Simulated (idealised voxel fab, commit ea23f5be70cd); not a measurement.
Process module, titled voxel transistor to metal
In the cross-section labelled cut, the width is 185 nm and each square cell is 5 nm.
Cross-section spec: square-cell grid; bands listed top down; each band is one or more rows.
Band entry format. Leading values: height of top, height of bottom, nm. Remainder: materials in left-to-right order, each with its width in nm. Special words: "edge to edge" on a single material, which then fills the band edge to edge; "empty", empty space.
Height is counted from the level 0, under which the received wafer is composed throughout of one material. The lowest of the bands is not closed at the bottom but continues downward, in the notation "0 nm and below".
A two-number width, for instance "30 to 40", indicates that the width is equal to the first number in the top row of the band and to the second number in the bottom row, and that it changes by a constant amount per row of cells.
Key: "nothing different" - step with no changed cell in the cross-section.
Heads up: "Non-vented voids" only lists the empty pockets with no open path to the top that are 8 cells or more, and it writes them as width x height at distance, distance from the left edge, in nm.
It should be noted that, on the line of a given step, the content following the step's settings is a remark produced by the simulator itself with respect to that step.
"overlay nm" denotes, for a step that has a mask, the displacement of the mask to the right of its planned place, with negative values corresponding to the left.

# So here's the lineup of process steps we planned
1 RECEIVE | material Si
2 OXIDIZE | depth nm 5
3 CONFORMAL_DEP | material SiN | thk nm 15
4 MASKED_ETCH | tone cover | mask id ACTIVE | width nm 130 | etch materials SiN | depth nm 15 | overlay nm 0
5 MASKED_ETCH | tone cover | mask id ACTIVE | width nm 130 | etch materials SiO2 | depth nm 5 | overlay nm 0
6 MASKED_ETCH | tone cover | mask id ACTIVE | width nm 130 | etch materials Si | depth nm 35 | overlay nm 0
7 FILL_DEP | material SiO2 | thk nm 10
8 CMP | height nm 15
9 SELECTIVE_ETCH | etch materials SiO2 | depth nm 10
10 STRIP | etch materials SiN
11 SELECTIVE_ETCH | etch materials SiO2 | depth nm 5
12 OXIDIZE | depth nm 5
13 DIRECTIONAL_DEP | material polySi | thk nm 25
14 DIRECTIONAL_DEP | material SiCN | thk nm 10
15 DIRECTIONAL_DEP | material aC | thk nm 15
16 PATTERN | tone cover | mask id GATE | material resist | width nm 30 | thk nm 30 | overlay nm 0
17 DIRECTIONAL_ETCH | etch materials aC | depth nm 15
18 STRIP | etch materials resist
19 DIRECTIONAL_ETCH | etch materials SiCN | depth nm 20
20 DIRECTIONAL_ETCH | etch materials polySi | depth nm 35
21 STRIP | etch materials aC
22 CONFORMAL_DEP | material SiO2 | thk nm 5
23 DIRECTIONAL_ETCH | etch materials SiO2 | depth nm 5
24 CONFORMAL_DEP | material SiN | thk nm 10
25 DIRECTIONAL_ETCH | etch materials SiN | depth nm 10
26 DIRECTIONAL_ETCH | etch materials SiO2 | depth nm 5
27 DIRECTIONAL_ETCH | etch materials Si | depth nm 5
28 EPI | material pSi | thk nm 5
29 FILL_DEP | material SiO2 | thk nm 10
30 CMP | height nm 20
31 STRIP | etch materials polySi
32 SELECTIVE_ETCH | etch materials SiO2 | depth nm 5
33 CONFORMAL_DEP | material HfO2 | thk nm 5
34 CONFORMAL_DEP | material TiN | thk nm 5
35 FILL_DEP | material W | thk nm 5
36 CMP | height nm 15
37 DIRECTIONAL_DEP | material SiO2 | thk nm 10
38 PATTERN | tone open | mask id CONTACT | material resist | width nm 20 | pitch nm 90 | thk nm 20 | overlay nm 0
39 DIRECTIONAL_ETCH | etch materials SiO2 | depth nm 35
40 STRIP | etch materials resist
41 CONFORMAL_DEP | material TiN | thk nm 5
42 FILL_DEP | material Ru | thk nm 5
43 CMP | height nm 25
44 DIRECTIONAL_DEP | material TiN | thk nm 5
45 DIRECTIONAL_DEP | material Ru | thk nm 20
46 MASKED_ETCH | tone cover | mask id METAL_1 | width nm 20 | pitch nm 90 | etch materials Ru | depth nm 20 | overlay nm 0
47 MASKED_ETCH | tone cover | mask id METAL_1 | width nm 20 | pitch nm 90 | etch materials TiN | depth nm 5 | overlay nm 0
48 FILL_DEP | material SiO2 | thk nm 5
49 CMP | height nm 50
50 CONFORMAL_DEP | material SiN | thk nm 5

# Cross-section of the incoming wafer, state after step 1
> 0 nm and below  Si edge to edge
> Non-vented voids: none

# First of two wafers at the end of the module, shown in cross-section; run carried out as planned
> 55 nm to 50 nm  SiN edge to edge
> 50 nm to 30 nm  35 nm SiO2 / 20 nm Ru / 70 nm SiO2 / 20 nm Ru / 40 nm SiO2
> 30 nm to 25 nm  35 nm SiO2 / 20 nm TiN / 70 nm SiO2 / 20 nm TiN / 40 nm SiO2
> 25 nm to 15 nm  35 nm SiO2 / 5 nm TiN / 10 nm Ru / 5 nm TiN / 70 nm SiO2 / 5 nm TiN / 10 nm Ru / 5 nm TiN / 40 nm SiO2
> 15 nm to 0 nm  35 nm SiO2 / 5 nm TiN / 10 nm Ru / 5 nm TiN / 5 nm SiO2 / 10 nm SiN / 5 nm HfO2 / 5 nm TiN / 20 nm W / 5 nm TiN / 5 nm HfO2 / 10 nm SiN / 5 nm SiO2 / 5 nm TiN / 10 nm Ru / 5 nm TiN / 40 nm SiO2
> 0 nm to -5 nm  25 nm SiO2 / 10 nm SiN / 10 nm TiN / 5 nm Ru / 5 nm TiN / 5 nm SiO2 / 10 nm SiN / 5 nm HfO2 / 30 nm TiN / 5 nm HfO2 / 10 nm SiN / 5 nm SiO2 / 5 nm TiN / 5 nm Ru / 10 nm TiN / 10 nm SiN / 30 nm SiO2
> -5 nm to -10 nm  35 nm SiO2 / 5 nm pSi / 15 nm TiN / 5 nm pSi / 10 nm SiO2 / 40 nm HfO2 / 10 nm SiO2 / 5 nm pSi / 15 nm TiN / 5 nm pSi / 40 nm SiO2
> -10 nm to -15 nm  25 nm SiO2 / 10 nm Si / 25 nm pSi / 60 nm Si / 25 nm pSi / 10 nm Si / 30 nm SiO2
> -15 nm to -40 nm  25 nm SiO2 / 130 nm Si / 30 nm SiO2
> -40 nm and below  Si edge to edge
> Non-vented voids: none

# second wafer at the end: like start, like plan, one mistake
> 55 nm to 50 nm  SiN edge to edge
> 50 nm to 30 nm  35 nm SiO2 / 20 nm Ru / 70 nm SiO2 / 20 nm Ru / 40 nm SiO2
> 30 nm to 25 nm  35 nm SiO2 / 20 nm TiN / 70 nm SiO2 / 20 nm TiN / 40 nm SiO2
> 25 nm to 15 nm  35 nm SiO2 / 5 nm TiN / 10 nm Ru / 5 nm TiN / 70 nm SiO2 / 5 nm TiN / 10 nm Ru / 5 nm TiN / 40 nm SiO2
> 15 nm to 0 nm  35 nm SiO2 / 5 nm TiN / 10 nm Ru / 5 nm TiN / 10 nm SiO2 / 5 nm SiN / 5 nm HfO2 / 5 nm TiN / 20 nm W / 5 nm TiN / 5 nm HfO2 / 5 nm SiN / 10 nm SiO2 / 5 nm TiN / 10 nm Ru / 5 nm TiN / 40 nm SiO2
> 0 nm to -5 nm  35 nm SiO2 / 5 nm TiN / 10 nm Ru / 5 nm TiN / 10 nm SiO2 / 5 nm SiN / 5 nm HfO2 / 30 nm TiN / 5 nm HfO2 / 5 nm SiN / 10 nm SiO2 / 5 nm TiN / 10 nm Ru / 5 nm TiN / 40 nm SiO2
> -5 nm to -10 nm  35 nm SiO2 / 20 nm TiN / 5 nm SiO2 / 5 nm pSi / 5 nm SiO2 / 40 nm HfO2 / 5 nm SiO2 / 5 nm pSi / 5 nm SiO2 / 20 nm TiN / 40 nm SiO2
> -10 nm to -15 nm  25 nm SiO2 / 40 nm pSi / 50 nm Si / 40 nm pSi / 30 nm SiO2
> -15 nm to -40 nm  25 nm SiO2 / 130 nm Si / 30 nm SiO2
> -40 nm and below  Si edge to edge
> Non-vented voids: none
Here's what went sideways: it should be noted that step 24 was executed with settings other than those planned, the operation and settings actually applied being CONFORMAL_DEP | material SiN | thk nm 5
It is noted that, at the conclusion of processing, the second wafer exhibits a higher or lower cell count for certain materials relative to the first: Ru: 2 more; Si: 6 fewer; SiN: 12 fewer; SiO2: 12 more; pSi: 4 more
